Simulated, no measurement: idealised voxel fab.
process module | voxel lift off
cross-section cut | 275 nm wide | cells 5 nm
A cross-section is a grid of square cells, given in bands from the top down. A band is one or more rows of cells.
Each band's line starts with the height of the band's top and of its bottom, in nm. Then come its materials from left to right, each with its width in nm. One material with "throughout" fills the band from edge to edge. "air" is empty space.
Height 0 is the level under which the wafer as received is all one material. The lowest band goes on downwards, as in "0 down".
A width such as "30 to 40" changes by the same amount from each row of cells to the next, from the band's top row to its bottom row.
"no change" after a step means that no cell of the cross-section changed.
closed voids: empty space of 8 cells or more with no open way to the top, each as width x height at its distance from the left edge, in nm
after a step's settings: what the simulator itself notes on the step
overlay nm, on a step with a mask: how far to the right of its planned place the mask lay; to the left if negative
plan
1 op RECEIVE | material Si
2 op CONFORMAL_DEP | material SiN | thk nm 15
3 op PATTERN | tone open | mask id LINES | material resist | width nm 20 | pitch nm 50 | thk nm 15 | overlay nm 0
4 op DIRECTIONAL_DEP | material Ru | thk nm 5
5 op STRIP | etch materials resist
6 op CONFORMAL_DEP | material SiN | thk nm 10
varied across the wafers: width nm of step 3. The plan shows the first wafer's value. All wafers start alike
first wafer as received, after step 1
  0 down: Si throughout
  closed voids: none
first wafer at the end, after step 6
  30 to 25: air 65 | SiN 40 | air 10 | SiN 40 | air 10 | SiN 40 | air 70
  25 to 20: SiN throughout
  20 to 15: SiN 75 | Ru 20 | SiN 30 | Ru 20 | SiN 30 | Ru 20 | SiN 80
  15 to 0: SiN throughout
  0 down: Si throughout
  closed voids: none
last wafer at the end
  30 to 25: air 60 | SiN 155 | air 60
  25 to 20: SiN throughout
  20 to 15: SiN 70 | Ru 35 | SiN 15 | Ru 35 | SiN 15 | Ru 35 | SiN 70
  15 to 0: SiN throughout
  0 down: Si throughout
  closed voids: none
each wafer at the end: cells of each material gained (+) or lost (-) since it was received, then its closed voids
width nm 20 | +12 Ru | +287 SiN | closed voids: none
width nm 25 | +15 Ru | +287 SiN | closed voids: none
width nm 30 | +18 Ru | +287 SiN | closed voids: none
width nm 35 | +21 Ru | +285 SiN | closed voids: none
